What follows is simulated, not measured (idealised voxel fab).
Module name: voxel trench capacitor (process module)
Square cells of 5 nm make up the cross-section cut, whose width is 175 nm.
Format of a cross-section: grid, square cells. Given as bands. Order: top down. Band: one or more rows of cells.
Look at the band entry: it leads with the top's height and the bottom's height in nm. Then it lists the materials left to right, with a width in nm for each. The word "everywhere" on a single material says that material fills the band edge to edge. The word "air" is empty space.
The level at which height equals 0 is the one under which the wafer, as it arrives, is entirely one material. No lower edge exists for the bottom band, which continues downward and is notated as in "from 0 down".
Width: "30 to 40" (first number = top row, second number = bottom row, same change from row to row of cells).
What does "all unchanged" mean for a step? It means no cell of the cross-section changed in that step.
Entry "Closed voids list". Content: empty spaces with no open connection to the top, size 8 cells or greater. Each: width x height at distance. Distance: from left edge. Unit: nm.
Whatever follows a step's settings on its line is a remark the simulator itself makes about that step.
overlay nm: right-of-plan distance of the mask on a masked step; negative values mean left-of-plan.
## Listed below are the process steps as planned
1,RECEIVE: material Si
2,CONFORMAL_DEP: material SiN, thk nm 10
3,DIRECTIONAL_DEP: material aC, thk nm 15
4,PATTERN: tone open, mask id TRENCH, material resist, width nm 25, pitch nm 55, thk nm 35, overlay nm -15
5,DIRECTIONAL_ETCH: etch materials aC, depth nm 15
6,STRIP: etch materials resist
7,DIRECTIONAL_ETCH: etch materials SiN, depth nm 10
8,DIRECTIONAL_ETCH: etch materials Si, depth nm 25
9,STRIP: etch materials aC
10,CONFORMAL_DEP: material Al2O3, thk nm 5
11,CONFORMAL_DEP: material TiN, thk nm 5
12,FILL_DEP: material W, thk nm 10
13,CMP: height nm 10
Don't read the plan's overlay nm for step 4 as applying to every wafer: that's the first wafer's value, and the wafers differ in it, though they all start identical.
## Cut through the first of several wafers as received, post step 1
from 0 down | Si everywhere
Closed voids list: none
## First wafer of several, cross-section, module end, after step 13 (last)
from 10 to 0 | 30 SiN  5 Al2O3  5 TiN  5 W  5 TiN  5 Al2O3  30 SiN  5 Al2O3  5 TiN  5 W  5 TiN  5 Al2O3  65 SiN
from 0 to -15 | 30 Si  5 Al2O3  5 TiN  5 W  5 TiN  5 Al2O3  30 Si  5 Al2O3  5 TiN  5 W  5 TiN  5 Al2O3  65 Si
from -15 to -20 | 30 Si  5 Al2O3  15 TiN  5 Al2O3  30 Si  5 Al2O3  15 TiN  5 Al2O3  65 Si
from -20 to -25 | 30 Si  25 Al2O3  30 Si  25 Al2O3  65 Si
from -25 down | Si everywhere
Closed voids list: none
## Last-wafer cross-section at the end of the module
from 10 to 0 | 60 SiN  5 Al2O3  5 TiN  5 W  5 TiN  5 Al2O3  30 SiN  5 Al2O3  5 TiN  5 W  5 TiN  5 Al2O3  35 SiN
from 0 to -15 | 60 Si  5 Al2O3  5 TiN  5 W  5 TiN  5 Al2O3  30 Si  5 Al2O3  5 TiN  5 W  5 TiN  5 Al2O3  35 Si
from -15 to -20 | 60 Si  5 Al2O3  15 TiN  5 Al2O3  30 Si  5 Al2O3  15 TiN  5 Al2O3  35 Si
from -20 to -25 | 60 Si  25 Al2O3  30 Si  25 Al2O3  35 Si
from -25 down | Si everywhere
Closed voids list: none
## Every row in this table is a wafer at the end of the module, and it gives, for each of the materials, the cells that wafer has gained (+) or lost (-) since it was received, then its closed voids
overlay nm -15, +34 Al2O3, -50 Si, +50 SiN, +26 TiN, +10 W, Closed voids list: none
overlay nm -10, +34 Al2O3, -50 Si, +50 SiN, +26 TiN, +10 W, Closed voids list: none
overlay nm -5, +34 Al2O3, -50 Si, +50 SiN, +26 TiN, +10 W, Closed voids list: none
overlay nm 0, +34 Al2O3, -50 Si, +50 SiN, +26 TiN, +10 W, Closed voids list: none
overlay nm 5, +34 Al2O3, -50 Si, +50 SiN, +26 TiN, +10 W, Closed voids list: none
overlay nm 10, +34 Al2O3, -50 Si, +50 SiN, +26 TiN, +10 W, Closed voids list: none
overlay nm 15, +34 Al2O3, -50 Si, +50 SiN, +26 TiN, +10 W, Closed voids list: none
